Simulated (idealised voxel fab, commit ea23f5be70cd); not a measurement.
voxel released beams: a process module
Xsec cut, 215 nm wide, square cell size 5 nm.
A cross-section is written here as square cells arranged in a grid, and it is given in bands from the top down, each band taking up one or more rows of cells.
Band: top height; bottom height; in nm. Then, left to right: material with width in nm, for each material. "edge to edge": a single material spanning edge to edge. "air": empty space.
A quick word on heights: they are counted from 0, and under that level the wafer as it came to us is one material throughout. The lowest band is different from the rest in having no bottom; it simply continues downward, written as in "from 0 down".
The expression "30..40" gives the width at the extremes of the band, the first number at its top row of cells and the second at its bottom row, with the width changing by equal amounts from each row to the next in between.
"remained the same" means the step left every cell of the cross-section as it was.
This entry, "Enclosed void inventory", enumerates those empty regions of no fewer than 8 cells that possess no open connection to the top. Each region is reported in the form width x height at distance, the distance being taken from the left edge, with all three quantities expressed in nm.
Anything after a step's settings on that line? It's the simulator's own note about the step.
Steps that use a mask can have "overlay nm" on their line. It says how far the mask sat to the right of where it was meant to be. Negative means to the left.
From here on the document is pairs. In a pair, the cross-section before one process step comes with the cross-section after it, and the latter goes no deeper than the lowest band that changed. What lies in between, the step and its settings, is written under the pair. A pair may be from a different run of this module on the same starting wafer than the pair above it, so it continues from that pair only where its entry headed "State on entry" says so.
[State on entry]
- from 0 down | Si edge to edge
- Enclosed void inventory: none
[Sectional Result]
- from 5 to 0 | SiN edge to edge
- Lower than 0, everything is as it was.
- Enclosed void inventory: none
Which operation links the two cross-sections above? CONFORMAL_DEP (material SiN; thk nm 5)
State on entry: after-step cross-section of the pair just above applies.
[Sectional Result]
- from 20 to 5 | SiO2 edge to edge
- Lower than 5, everything is as it was.
- Enclosed void inventory: none
Which operation links the two cross-sections above? DIRECTIONAL_DEP (material SiO2; thk nm 15)
State on entry: after-step cross-section of the pair just above applies.
[Sectional Result]
- from 35 to 20 | aC edge to edge
- Lower than 20, everything is as it was.
- Enclosed void inventory: none
Which operation links the two cross-sections above? DIRECTIONAL_DEP (material aC; thk nm 15)
State on entry: after-step cross-section of the pair just above applies.
[Sectional Result]
- from 70 to 35 | resist=55, then air=30, then resist=130
- Lower than 35, everything is as it was.
- Enclosed void inventory: none
Which operation links the two cross-sections above? PATTERN (tone open; mask id ANCHOR; material resist; width nm 30; thk nm 35; overlay nm 0)
State on entry: after-step cross-section of the pair just above applies.
[Sectional Result]
- from 55 to 35 | resist=55, then air=30, then resist=130
- from 35 to 20 | aC=55, then air=30, then aC=130
- Lower than 20, everything is as it was.
- Enclosed void inventory: none
Which operation links the two cross-sections above? DIRECTIONAL_ETCH (etch materials aC; depth nm 15)
State on entry: after-step cross-section of the pair just above applies.
[Sectional Result]
- from 35 to 20 | aC=55, then air=30, then aC=130
- Lower than 20, everything is as it was.
- Enclosed void inventory: none
Which operation links the two cross-sections above? STRIP (etch materials resist)
State on entry: after-step cross-section of the pair just above applies.
[Sectional Result]
- from 35 to 20 | aC=55, then air=30, then aC=130
- from 20 to 5 | SiO2=55, then air=30, then SiO2=130
- Lower than 5, everything is as it was.
- Enclosed void inventory: none
Which operation links the two cross-sections above? DIRECTIONAL_ETCH (etch materials SiO2; depth nm 15)
State on entry: after-step cross-section of the pair just above applies.
[Sectional Result]
- from 20 to 5 | SiO2=55, then air=30, then SiO2=130
- Lower than 5, everything is as it was.
- Enclosed void inventory: none
Which operation links the two cross-sections above? STRIP (etch materials aC)
State on entry: after-step cross-section of the pair just above applies.
[Sectional Result]
- from 30 to 20 | TiN=65, then air=10, then TiN=140
- from 20 to 15 | SiO2=55, then TiN=10, then air=10, then TiN=10, then SiO2=130
- from 15 to 5 | SiO2=55, then TiN=30, then SiO2=130
- Lower than 5, everything is as it was.
- Enclosed void inventory: none
Which operation links the two cross-sections above? CONFORMAL_DEP (material TiN; thk nm 10)
State on entry: after-step cross-section of the pair just above applies.
[Sectional Result]
- from 40 to 30 | aC=65, then air=10, then aC=140
- from 30 to 25 | TiN=65, then air=10, then TiN=140
- from 25 to 20 | TiN=65, then aC=10, then TiN=140
- from 20 to 15 | SiO2=55, then TiN=10, then aC=10, then TiN=10, then SiO2=130
- Lower than 15, everything is as it was.
- Enclosed void inventory: none
Which operation links the two cross-sections above? DIRECTIONAL_DEP (material aC; thk nm 10)
State on entry: after-step cross-section of the pair just above applies.
[Sectional Result]
- from 70 to 40 | air=50, then resist=105, then air=60
- from 40 to 30 | aC=65, then resist=10, then aC=140
- from 30 to 25 | TiN=65, then resist=10, then TiN=140
- Lower than 25, everything is as it was.
- Enclosed void inventory: none
Which operation links the two cross-sections above? PATTERN (tone cover; mask id BEAM; material resist; width nm 105; thk nm 30; overlay nm 0)
State on entry: after-step cross-section of the pair just above applies.
[Sectional Result]
- from 60 to 40 | air=50, then resist=105, then air=60
- from 40 to 30 | air=50, then aC=15, then resist=10, then aC=80, then air=60
- Lower than 30, everything is as it was.
- Enclosed void inventory: none
Which operation links the two cross-sections above? DIRECTIONAL_ETCH (etch materials aC; depth nm 10)
State on entry: after-step cross-section of the pair just above applies.
[Sectional Result]
- from 40 to 30 | air=50, then aC=15, then air=10, then aC=80, then air=60
- from 30 to 25 | TiN=65, then air=10, then TiN=140
- Lower than 25, everything is as it was.
- Enclosed void inventory: none
Which operation links the two cross-sections above? STRIP (etch materials resist)
State on entry: after-step cross-section of the pair just above applies.
[Sectional Result]
- from 40 to 30 | air=50, then aC=15, then air=10, then aC=80, then air=60
- from 30 to 25 | air=50, then TiN=15, then air=10, then TiN=80, then air=60
- from 25 to 20 | air=50, then TiN=15, then aC=10, then TiN=80, then air=60
- Lower than 20, everything is as it was.
- Enclosed void inventory: none
Which operation links the two cross-sections above? DIRECTIONAL_ETCH (etch materials TiN; depth nm 10)
State on entry: after-step cross-section of the pair just above applies.
[Sectional Result]
- from 30 to 20 | air=50, then TiN=15, then air=10, then TiN=80, then air=60
- from 20 to 15 | SiO2=55, then TiN=10, then air=10, then TiN=10, then SiO2=130
- Lower than 15, everything is as it was.
- Enclosed void inventory: none
Which operation links the two cross-sections above? STRIP (etch materials aC)
State on entry: after-step cross-section of the pair just above applies.
[Sectional Result]
- from 30 to 20 | air=50, then TiN=15, then air=10, then TiN=80, then air=60
- from 20 to 15 | air=55, then TiN=10, then air=10, then TiN=10, then air=130
- from 15 to 5 | air=55, then TiN=30, then air=130
- Lower than 5, everything is as it was.
- Enclosed void inventory: none
Which operation links the two cross-sections above? STRIP (etch materials SiO2)
[State on entry]
- from 0 down | Si edge to edge
- Enclosed void inventory: none
[Sectional Result]
- from 15 to 0 | SiO2 edge to edge
- Lower than 0, everything is as it was.
- Enclosed void inventory: none
Which operation links the two cross-sections above? DIRECTIONAL_DEP (material SiO2; thk nm 15)
State on entry: after-step cross-section of the pair just above applies.
[Sectional Result]
- from 30 to 15 | aC edge to edge
- Lower than 15, everything is as it was.
- Enclosed void inventory: none
Which operation links the two cross-sections above? DIRECTIONAL_DEP (material aC; thk nm 15)
State on entry: after-step cross-section of the pair just above applies.
[Sectional Result]
- from 65 to 30 | resist=55, then air=30, then resist=130
- Lower than 30, everything is as it was.
- Enclosed void inventory: none
Which operation links the two cross-sections above? PATTERN (tone open; mask id ANCHOR; material resist; width nm 30; thk nm 35; overlay nm 0)
State on entry: after-step cross-section of the pair just above applies.
[Sectional Result]
- from 50 to 30 | resist=55, then air=30, then resist=130
- from 30 to 15 | aC=55, then air=30, then aC=130
- Lower than 15, everything is as it was.
- Enclosed void inventory: none
Which operation links the two cross-sections above? DIRECTIONAL_ETCH (etch materials aC; depth nm 15)
State on entry: after-step cross-section of the pair just above applies.
[Sectional Result]
- from 30 to 15 | aC=55, then air=30, then aC=130
- Lower than 15, everything is as it was.
- Enclosed void inventory: none
Which operation links the two cross-sections above? STRIP (etch materials resist)
State on entry: after-step cross-section of the pair just above applies.
[Sectional Result]
- from 30 to 15 | aC=55, then air=30, then aC=130
- from 15 to 0 | SiO2=55, then air=30, then SiO2=130
- Lower than 0, everything is as it was.
- Enclosed void inventory: none
Which operation links the two cross-sections above? DIRECTIONAL_ETCH (etch materials SiO2; depth nm 15)
State on entry: after-step cross-section of the pair just above applies.
[Sectional Result]
- from 15 to 0 | SiO2=55, then air=30, then SiO2=130
- Lower than 0, everything is as it was.
- Enclosed void inventory: none
Which operation links the two cross-sections above? STRIP (etch materials aC)
State on entry: after-step cross-section of the pair just above applies.
[Sectional Result]
- from 25 to 15 | TiN=65, then air=10, then TiN=140
- from 15 to 10 | SiO2=55, then TiN=10, then air=10, then TiN=10, then SiO2=130
- from 10 to 0 | SiO2=55, then TiN=30, then SiO2=130
- Lower than 0, everything is as it was.
- Enclosed void inventory: none
Which operation links the two cross-sections above? CONFORMAL_DEP (material TiN; thk nm 10)
State on entry: after-step cross-section of the pair just above applies.
[Sectional Result]
- from 35 to 25 | aC=65, then air=10, then aC=140
- from 25 to 20 | TiN=65, then air=10, then TiN=140
- from 20 to 15 | TiN=65, then aC=10, then TiN=140
- from 15 to 10 | SiO2=55, then TiN=10, then aC=10, then TiN=10, then SiO2=130
- Lower than 10, everything is as it was.
- Enclosed void inventory: none
Which operation links the two cross-sections above? DIRECTIONAL_DEP (material aC; thk nm 10)
State on entry: after-step cross-section of the pair just above applies.
[Sectional Result]
- from 65 to 35 | air=50, then resist=105, then air=60
- from 35 to 25 | aC=65, then resist=10, then aC=140
- from 25 to 20 | TiN=65, then resist=10, then TiN=140
- Lower than 20, everything is as it was.
- Enclosed void inventory: none
Which operation links the two cross-sections above? PATTERN (tone cover; mask id BEAM; material resist; width nm 105; thk nm 30; overlay nm 0)
State on entry: after-step cross-section of the pair just above applies.
[Sectional Result]
- from 55 to 35 | air=50, then resist=105, then air=60
- from 35 to 25 | air=50, then aC=15, then resist=10, then aC=80, then air=60
- Lower than 25, everything is as it was.
- Enclosed void inventory: none
Which operation links the two cross-sections above? DIRECTIONAL_ETCH (etch materials aC; depth nm 10)
State on entry: after-step cross-section of the pair just above applies.
[Sectional Result]
- from 35 to 25 | air=50, then aC=15, then air=10, then aC=80, then air=60
- from 25 to 20 | TiN=65, then air=10, then TiN=140
- Lower than 20, everything is as it was.
- Enclosed void inventory: none
Which operation links the two cross-sections above? STRIP (etch materials resist)
State on entry: after-step cross-section of the pair just above applies.
[Sectional Result]
- from 35 to 25 | air=50, then aC=15, then air=10, then aC=80, then air=60
- from 25 to 20 | air=50, then TiN=15, then air=10, then TiN=80, then air=60
- from 20 to 15 | air=50, then TiN=15, then aC=10, then TiN=80, then air=60
- Lower than 15, everything is as it was.
- Enclosed void inventory: none
Which operation links the two cross-sections above? DIRECTIONAL_ETCH (etch materials TiN; depth nm 10)
State on entry: after-step cross-section of the pair just above applies.
[Sectional Result]
- from 25 to 15 | air=50, then TiN=15, then air=10, then TiN=80, then air=60
- from 15 to 10 | SiO2=55, then TiN=10, then air=10, then TiN=10, then SiO2=130
- Lower than 10, everything is as it was.
- Enclosed void inventory: none
Which operation links the two cross-sections above? STRIP (etch materials aC)
State on entry: after-step cross-section of the pair just above applies.
[Sectional Result]
- from 25 to 15 | air=50, then TiN=15, then air=10, then TiN=80, then air=60
- from 15 to 10 | air=55, then TiN=10, then air=10, then TiN=10, then air=130
- from 10 to 0 | air=55, then TiN=30, then air=130
- Lower than 0, everything is as it was.
- Enclosed void inventory: none
Which operation links the two cross-sections above? STRIP (etch materials SiO2)
[State on entry]
- from 15 to 0 | SiO2 edge to edge
- from 0 down | Si edge to edge
- Enclosed void inventory: none
[Sectional Result]
- from 20 to 15 | SiN edge to edge
- Lower than 15, everything is as it was.
- Enclosed void inventory: none
Which operation links the two cross-sections above? CONFORMAL_DEP (material SiN; thk nm 5)
State on entry: after-step cross-section of the pair just above applies.
[Sectional Result]
- from 35 to 20 | aC edge to edge
- Lower than 20, everything is as it was.
- Enclosed void inventory: none
Which operation links the two cross-sections above? DIRECTIONAL_DEP (material aC; thk nm 15)
State on entry: after-step cross-section of the pair just above applies.
[Sectional Result]
- from 70 to 35 | resist=55, then air=30, then resist=130
- Lower than 35, everything is as it was.
- Enclosed void inventory: none
Which operation links the two cross-sections above? PATTERN (tone open; mask id ANCHOR; material resist; width nm 30; thk nm 35; overlay nm 0)
State on entry: after-step cross-section of the pair just above applies.
[Sectional Result]
- from 55 to 35 | resist=55, then air=30, then resist=130
- from 35 to 20 | aC=55, then air=30, then aC=130
- Lower than 20, everything is as it was.
- Enclosed void inventory: none
Which operation links the two cross-sections above? DIRECTIONAL_ETCH (etch materials aC; depth nm 15)
State on entry: after-step cross-section of the pair just above applies.
[Sectional Result]
- from 35 to 20 | aC=55, then air=30, then aC=130
- Lower than 20, everything is as it was.
- Enclosed void inventory: none
Which operation links the two cross-sections above? STRIP (etch materials resist)
State on entry: after-step cross-section of the pair just above applies.
[Sectional Result]
- from 20 to 15 | SiN edge to edge
- Lower than 15, everything is as it was.
- Enclosed void inventory: none
Which operation links the two cross-sections above? STRIP (etch materials aC)
State on entry: after-step cross-section of the pair just above applies.
[Sectional Result]
- from 30 to 20 | TiN edge to edge
- Lower than 20, everything is as it was.
- Enclosed void inventory: none
Which operation links the two cross-sections above? CONFORMAL_DEP (material TiN; thk nm 10)
State on entry: after-step cross-section of the pair just above applies.
[Sectional Result]
- from 40 to 30 | aC edge to edge
- Lower than 30, everything is as it was.
- Enclosed void inventory: none
Which operation links the two cross-sections above? DIRECTIONAL_DEP (material aC; thk nm 10)
State on entry: after-step cross-section of the pair just above applies.
[Sectional Result]
- from 70 to 40 | air=50, then resist=105, then air=60
- Lower than 40, everything is as it was.
- Enclosed void inventory: none
Which operation links the two cross-sections above? PATTERN (tone cover; mask id BEAM; material resist; width nm 105; thk nm 30; overlay nm 0)
State on entry: after-step cross-section of the pair just above applies.
[Sectional Result]
- from 60 to 40 | air=50, then resist=105, then air=60
- from 40 to 30 | air=50, then aC=105, then air=60
- Lower than 30, everything is as it was.
- Enclosed void inventory: none
Which operation links the two cross-sections above? DIRECTIONAL_ETCH (etch materials aC; depth nm 10)
State on entry: after-step cross-section of the pair just above applies.
[Sectional Result]
- from 40 to 30 | air=50, then aC=105, then air=60
- Lower than 30, everything is as it was.
- Enclosed void inventory: none
Which operation links the two cross-sections above? STRIP (etch materials resist)
State on entry: after-step cross-section of the pair just above applies.
[Sectional Result]
- from 40 to 30 | air=50, then aC=105, then air=60
- from 30 to 20 | air=50, then TiN=105, then air=60
- Lower than 20, everything is as it was.
- Enclosed void inventory: none
Which operation links the two cross-sections above? DIRECTIONAL_ETCH (etch materials TiN; depth nm 10)
State on entry: after-step cross-section of the pair just above applies.
[Sectional Result]
- from 30 to 20 | air=50, then TiN=105, then air=60
- Lower than 20, everything is as it was.
- Enclosed void inventory: none
Which operation links the two cross-sections above? STRIP (etch materials aC)
[State on entry]
- from 5 to 0 | SiN edge to edge
- from 0 down | Si edge to edge
- Enclosed void inventory: none
[Sectional Result]
- from 10 to 5 | SiO2 edge to edge
- Lower than 5, everything is as it was.
- Enclosed void inventory: none
Which operation links the two cross-sections above? DIRECTIONAL_DEP (material SiO2; thk nm 5)
State on entry: after-step cross-section of the pair just above applies.
[Sectional Result]
- from 25 to 10 | aC edge to edge
- Lower than 10, everything is as it was.
- Enclosed void inventory: none
Which operation links the two cross-sections above? DIRECTIONAL_DEP (material aC; thk nm 15)
State on entry: after-step cross-section of the pair just above applies.
[Sectional Result]
- from 60 to 25 | resist=55, then air=30, then resist=130
- Lower than 25, everything is as it was.
- Enclosed void inventory: none
Which operation links the two cross-sections above? PATTERN (tone open; mask id ANCHOR; material resist; width nm 30; thk nm 35; overlay nm 0)
State on entry: after-step cross-section of the pair just above applies.
[Sectional Result]
- from 45 to 25 | resist=55, then air=30, then resist=130
- from 25 to 10 | aC=55, then air=30, then aC=130
- Lower than 10, everything is as it was.
- Enclosed void inventory: none
Which operation links the two cross-sections above? DIRECTIONAL_ETCH (etch materials aC; depth nm 15)
State on entry: after-step cross-section of the pair just above applies.
[Sectional Result]
- from 25 to 10 | aC=55, then air=30, then aC=130
- Lower than 10, everything is as it was.
- Enclosed void inventory: none
Which operation links the two cross-sections above? STRIP (etch materials resist)
State on entry: after-step cross-section of the pair just above applies.
[Sectional Result]
- from 25 to 10 | aC=55, then air=30, then aC=130
- from 10 to 5 | SiO2=55, then air=30, then SiO2=130
- Lower than 5, everything is as it was.
- Enclosed void inventory: none
Which operation links the two cross-sections above? DIRECTIONAL_ETCH (etch materials SiO2; depth nm 15)
State on entry: after-step cross-section of the pair just above applies.
[Sectional Result]
- from 10 to 5 | SiO2=55, then air=30, then SiO2=130
- Lower than 5, everything is as it was.
- Enclosed void inventory: none
Which operation links the two cross-sections above? STRIP (etch materials aC)
State on entry: after-step cross-section of the pair just above applies.
[Sectional Result]
- from 20 to 15 | TiN=65, then air=10, then TiN=140
- from 15 to 10 | TiN edge to edge
- from 10 to 5 | SiO2=55, then TiN=30, then SiO2=130
- Lower than 5, everything is as it was.
- Enclosed void inventory: none
Which operation links the two cross-sections above? CONFORMAL_DEP (material TiN; thk nm 10)
State on entry: after-step cross-section of the pair just above applies.
[Sectional Result]
- from 30 to 25 | aC=65, then air=10, then aC=140
- from 25 to 20 | aC edge to edge
- from 20 to 15 | TiN=65, then aC=10, then TiN=140
- Lower than 15, everything is as it was.
- Enclosed void inventory: none
Which operation links the two cross-sections above? DIRECTIONAL_DEP (material aC; thk nm 10)
State on entry: after-step cross-section of the pair just above applies.
[Sectional Result]
- from 60 to 30 | air=50, then resist=105, then air=60
- from 30 to 25 | aC=65, then resist=10, then aC=140
- Lower than 25, everything is as it was.
- Enclosed void inventory: none
Which operation links the two cross-sections above? PATTERN (tone cover; mask id BEAM; material resist; width nm 105; thk nm 30; overlay nm 0)
State on entry: after-step cross-section of the pair just above applies.
[Sectional Result]
- from 50 to 30 | air=50, then resist=105, then air=60
- from 30 to 25 | air=50, then aC=15, then resist=10, then aC=80, then air=60
- from 25 to 20 | air=50, then aC=105, then air=60
- Lower than 20, everything is as it was.
- Enclosed void inventory: none
Which operation links the two cross-sections above? DIRECTIONAL_ETCH (etch materials aC; depth nm 10)
State on entry: after-step cross-section of the pair just above applies.
[Sectional Result]
- from 30 to 25 | air=50, then aC=15, then air=10, then aC=80, then air=60
- Lower than 25, everything is as it was.
- Enclosed void inventory: none
Which operation links the two cross-sections above? STRIP (etch materials resist)
State on entry: after-step cross-section of the pair just above applies.
[Sectional Result]
- from 30 to 25 | air=50, then aC=15, then air=10, then aC=80, then air=60
- from 25 to 20 | air=50, then aC=105, then air=60
- from 20 to 15 | air=50, then TiN=15, then aC=10, then TiN=80, then air=60
- from 15 to 10 | air=50, then TiN=105, then air=60
- Lower than 10, everything is as it was.
- Enclosed void inventory: none
Which operation links the two cross-sections above? DIRECTIONAL_ETCH (etch materials TiN; depth nm 10)
State on entry: after-step cross-section of the pair just above applies.
[Sectional Result]
- from 20 to 15 | air=50, then TiN=15, then air=10, then TiN=80, then air=60
- Lower than 15, everything is as it was.
- Enclosed void inventory: none
Which operation links the two cross-sections above? STRIP (etch materials aC)
State on entry: after-step cross-section of the pair just above applies.
[Sectional Result]
- from 20 to 15 | air=50, then TiN=15, then air=10, then TiN=80, then air=60
- from 15 to 5 | air=50..55, then TiN=105..30, then air=60..130
- Lower than 5, everything is as it was.
- Enclosed void inventory: none
Which operation links the two cross-sections above? STRIP (etch materials SiO2)
[State on entry]
- from 35 to 20 | aC edge to edge
- from 20 to 5 | SiO2 edge to edge
- from 5 to 0 | SiN edge to edge
- from 0 down | Si edge to edge
- Enclosed void inventory: none
[Sectional Result]
- from 70 to 35 | resist=50, then air=40, then resist=125
- Lower than 35, everything is as it was.
- Enclosed void inventory: none
Which operation links the two cross-sections above? PATTERN (tone open; mask id ANCHOR; material resist; width nm 40; thk nm 35; overlay nm 0)
State on entry: after-step cross-section of the pair just above applies.
[Sectional Result]
- from 55 to 35 | resist=50, then air=40, then resist=125
- from 35 to 20 | aC=50, then air=40, then aC=125
- Lower than 20, everything is as it was.
- Enclosed void inventory: none
Which operation links the two cross-sections above? DIRECTIONAL_ETCH (etch materials aC; depth nm 15)
State on entry: after-step cross-section of the pair just above applies.
[Sectional Result]
- from 35 to 20 | aC=50, then air=40, then aC=125
- Lower than 20, everything is as it was.
- Enclosed void inventory: none
Which operation links the two cross-sections above? STRIP (etch materials resist)
State on entry: after-step cross-section of the pair just above applies.
[Sectional Result]
- from 35 to 20 | aC=50, then air=40, then aC=125
- from 20 to 5 | SiO2=50, then air=40, then SiO2=125
- Lower than 5, everything is as it was.
- Enclosed void inventory: none
Which operation links the two cross-sections above? DIRECTIONAL_ETCH (etch materials SiO2; depth nm 15)
State on entry: after-step cross-section of the pair just above applies.
[Sectional Result]
- from 20 to 5 | SiO2=50, then air=40, then SiO2=125
- Lower than 5, everything is as it was.
- Enclosed void inventory: none
Which operation links the two cross-sections above? STRIP (etch materials aC)
State on entry: after-step cross-section of the pair just above applies.
[Sectional Result]
- from 30 to 20 | TiN=60, then air=20, then TiN=135
- from 20 to 15 | SiO2=50, then TiN=10, then air=20, then TiN=10, then SiO2=125
- from 15 to 5 | SiO2=50, then TiN=40, then SiO2=125
- Lower than 5, everything is as it was.
- Enclosed void inventory: none
Which operation links the two cross-sections above? CONFORMAL_DEP (material TiN; thk nm 10)
State on entry: after-step cross-section of the pair just above applies.
[Sectional Result]
- from 40 to 30 | aC=60, then air=20, then aC=135
- from 30 to 25 | TiN=60, then air=20, then TiN=135
- from 25 to 20 | TiN=60, then aC=20, then TiN=135
- from 20 to 15 | SiO2=50, then TiN=10, then aC=20, then TiN=10, then SiO2=125
- Lower than 15, everything is as it was.
- Enclosed void inventory: none
Which operation links the two cross-sections above? DIRECTIONAL_DEP (material aC; thk nm 10)
State on entry: after-step cross-section of the pair just above applies.
[Sectional Result]
- from 70 to 40 | air=50, then resist=105, then air=60
- from 40 to 30 | aC=60, then resist=20, then aC=135
- from 30 to 25 | TiN=60, then resist=20, then TiN=135
- Lower than 25, everything is as it was.
- Enclosed void inventory: none
Which operation links the two cross-sections above? PATTERN (tone cover; mask id BEAM; material resist; width nm 105; thk nm 30; overlay nm 0)
State on entry: after-step cross-section of the pair just above applies.
[Sectional Result]
- from 60 to 40 | air=50, then resist=105, then air=60
- from 40 to 30 | air=50, then aC=10, then resist=20, then aC=75, then air=60
- Lower than 30, everything is as it was.
- Enclosed void inventory: none
Which operation links the two cross-sections above? DIRECTIONAL_ETCH (etch materials aC; depth nm 10)
State on entry: after-step cross-section of the pair just above applies.
[Sectional Result]
- from 40 to 30 | air=50, then aC=10, then air=20, then aC=75, then air=60
- from 30 to 25 | TiN=60, then air=20, then TiN=135
- Lower than 25, everything is as it was.
- Enclosed void inventory: none
Which operation links the two cross-sections above? STRIP (etch materials resist)
State on entry: after-step cross-section of the pair just above applies.
[Sectional Result]
- from 40 to 30 | air=50, then aC=10, then air=20, then aC=75, then air=60
- from 30 to 25 | air=50, then TiN=10, then air=20, then TiN=75, then air=60
- from 25 to 20 | air=50, then TiN=10, then aC=20, then TiN=75, then air=60
- Lower than 20, everything is as it was.
- Enclosed void inventory: none
Which operation links the two cross-sections above? DIRECTIONAL_ETCH (etch materials TiN; depth nm 10)
State on entry: after-step cross-section of the pair just above applies.
[Sectional Result]
- from 30 to 20 | air=50, then TiN=10, then air=20, then TiN=75, then air=60
- from 20 to 15 | SiO2=50, then TiN=10, then air=20, then TiN=10, then SiO2=125
- Lower than 15, everything is as it was.
- Enclosed void inventory: none
Which operation links the two cross-sections above? STRIP (etch materials aC)
State on entry: after-step cross-section of the pair just above applies.
[Sectional Result]
- from 30 to 20 | air=50, then TiN=10, then air=20, then TiN=75, then air=60
- from 20 to 15 | air=50, then TiN=10, then air=20, then TiN=10, then air=125
- from 15 to 5 | air=50, then TiN=40, then air=125
- Lower than 5, everything is as it was.
- Enclosed void inventory: none
Which operation links the two cross-sections above? STRIP (etch materials SiO2)
[State on entry]
- from 40 to 30 | aC=65, then air=10, then aC=140
- from 30 to 25 | TiN=65, then air=10, then TiN=140
- from 25 to 20 | TiN=65, then aC=10, then TiN=140
- from 20 to 15 | SiO2=55, then TiN=10, then aC=10, then TiN=10, then SiO2=130
- from 15 to 5 | SiO2=55, then TiN=30, then SiO2=130
- from 5 to 0 | SiN edge to edge
- from 0 down | Si edge to edge
- Enclosed void inventory: none
[Sectional Result]
- from 70 to 40 | air=60, then resist=105, then air=50
- from 40 to 30 | aC=65, then resist=10, then aC=140
- from 30 to 25 | TiN=65, then resist=10, then TiN=140
- Lower than 25, everything is as it was.
- Enclosed void inventory: none
Which operation links the two cross-sections above? PATTERN (tone cover; mask id BEAM; material resist; width nm 105; thk nm 30; overlay nm 10)
State on entry: after-step cross-section of the pair just above applies.
[Sectional Result]
- from 60 to 40 | air=60, then resist=105, then air=50
- from 40 to 30 | air=60, then aC=5, then resist=10, then aC=90, then air=50
- Lower than 30, everything is as it was.
- Enclosed void inventory: none
Which operation links the two cross-sections above? DIRECTIONAL_ETCH (etch materials aC; depth nm 10)
State on entry: after-step cross-section of the pair just above applies.
[Sectional Result]
- from 40 to 30 | air=60, then aC=5, then air=10, then aC=90, then air=50
- from 30 to 25 | TiN=65, then air=10, then TiN=140
- Lower than 25, everything is as it was.
- Enclosed void inventory: none
Which operation links the two cross-sections above? STRIP (etch materials resist)
State on entry: after-step cross-section of the pair just above applies.
[Sectional Result]
- from 40 to 30 | air=60, then aC=5, then air=10, then aC=90, then air=50
- from 30 to 25 | air=60, then TiN=5, then air=10, then TiN=90, then air=50
- from 25 to 20 | air=60, then TiN=5, then aC=10, then TiN=90, then air=50
- Lower than 20, everything is as it was.
- Enclosed void inventory: none
Which operation links the two cross-sections above? DIRECTIONAL_ETCH (etch materials TiN; depth nm 10)
State on entry: after-step cross-section of the pair just above applies.
[Sectional Result]
- from 30 to 20 | air=60, then TiN=5, then air=10, then TiN=90, then air=50
- from 20 to 15 | SiO2=55, then TiN=10, then air=10, then TiN=10, then SiO2=130
- Lower than 15, everything is as it was.
- Enclosed void inventory: none
Which operation links the two cross-sections above? STRIP (etch materials aC)
State on entry: after-step cross-section of the pair just above applies.
[Sectional Result]
- from 30 to 20 | air=60, then TiN=5, then air=10, then TiN=90, then air=50
- from 20 to 15 | air=55, then TiN=10, then air=10, then TiN=10, then air=130
- from 15 to 5 | air=55, then TiN=30, then air=130
- Lower than 5, everything is as it was.
- Enclosed void inventory: none
Which operation links the two cross-sections above? STRIP (etch materials SiO2)
[State on entry]
- from 5 to 0 | SiN edge to edge
- from 0 down | Si edge to edge
- Enclosed void inventory: none
[Sectional Result]
- from 20 to 0 | SiN edge to edge
- Lower than 0, everything is as it was.
- Enclosed void inventory: none
Which operation links the two cross-sections above? DIRECTIONAL_DEP (material SiN; thk nm 15)
State on entry: after-step cross-section of the pair just above applies.
[Sectional Result]
- from 35 to 20 | aC edge to edge
- Lower than 20, everything is as it was.
- Enclosed void inventory: none
Which operation links the two cross-sections above? DIRECTIONAL_DEP (material aC; thk nm 15)
State on entry: after-step cross-section of the pair just above applies.
[Sectional Result]
- from 70 to 35 | resist=55, then air=30, then resist=130
- Lower than 35, everything is as it was.
- Enclosed void inventory: none
Which operation links the two cross-sections above? PATTERN (tone open; mask id ANCHOR; material resist; width nm 30; thk nm 35; overlay nm 0)
State on entry: after-step cross-section of the pair just above applies.
[Sectional Result]
- from 55 to 35 | resist=55, then air=30, then resist=130
- from 35 to 20 | aC=55, then air=30, then aC=130
- Lower than 20, everything is as it was.
- Enclosed void inventory: none
Which operation links the two cross-sections above? DIRECTIONAL_ETCH (etch materials aC; depth nm 15)
State on entry: after-step cross-section of the pair just above applies.
[Sectional Result]
- from 35 to 20 | aC=55, then air=30, then aC=130
- Lower than 20, everything is as it was.
- Enclosed void inventory: none
Which operation links the two cross-sections above? STRIP (etch materials resist)
State on entry: after-step cross-section of the pair just above applies.
[Sectional Result]
- from 20 to 0 | SiN edge to edge
- Lower than 0, everything is as it was.
- Enclosed void inventory: none
Which operation links the two cross-sections above? STRIP (etch materials aC)
State on entry: after-step cross-section of the pair just above applies.
[Sectional Result]
- from 30 to 20 | TiN edge to edge
- Lower than 20, everything is as it was.
- Enclosed void inventory: none
Which operation links the two cross-sections above? CONFORMAL_DEP (material TiN; thk nm 10)
State on entry: after-step cross-section of the pair just above applies.
[Sectional Result]
- from 40 to 30 | aC edge to edge
- Lower than 30, everything is as it was.
- Enclosed void inventory: none
Which operation links the two cross-sections above? DIRECTIONAL_DEP (material aC; thk nm 10)
State on entry: after-step cross-section of the pair just above applies.
[Sectional Result]
- from 70 to 40 | air=50, then resist=105, then air=60
- Lower than 40, everything is as it was.
- Enclosed void inventory: none
Which operation links the two cross-sections above? PATTERN (tone cover; mask id BEAM; material resist; width nm 105; thk nm 30; overlay nm 0)
State on entry: after-step cross-section of the pair just above applies.
[Sectional Result]
- from 60 to 40 | air=50, then resist=105, then air=60
- from 40 to 30 | air=50, then aC=105, then air=60
- Lower than 30, everything is as it was.
- Enclosed void inventory: none
Which operation links the two cross-sections above? DIRECTIONAL_ETCH (etch materials aC; depth nm 10)
State on entry: after-step cross-section of the pair just above applies.
[Sectional Result]
- from 40 to 30 | air=50, then aC=105, then air=60
- Lower than 30, everything is as it was.
- Enclosed void inventory: none
Which operation links the two cross-sections above? STRIP (etch materials resist)
State on entry: after-step cross-section of the pair just above applies.
[Sectional Result]
- from 40 to 30 | air=50, then aC=105, then air=60
- from 30 to 20 | air=50, then TiN=105, then air=60
- Lower than 20, everything is as it was.
- Enclosed void inventory: none
Which operation links the two cross-sections above? DIRECTIONAL_ETCH (etch materials TiN; depth nm 10)
State on entry: after-step cross-section of the pair just above applies.
[Sectional Result]
- from 30 to 20 | air=50, then TiN=105, then air=60
- Lower than 20, everything is as it was.
- Enclosed void inventory: none
Which operation links the two cross-sections above? STRIP (etch materials aC)
[State on entry]
- from 35 to 20 | aC edge to edge
- from 20 to 5 | SiO2 edge to edge
- from 5 to 0 | SiN edge to edge
- from 0 down | Si edge to edge
- Enclosed void inventory: none
[Sectional Result]
- from 70 to 35 | air=55, then resist=30, then air=130
- Lower than 35, everything is as it was.
- Enclosed void inventory: none
Which operation links the two cross-sections above? PATTERN (tone cover; mask id ANCHOR; material resist; width nm 30; thk nm 35; overlay nm 0)
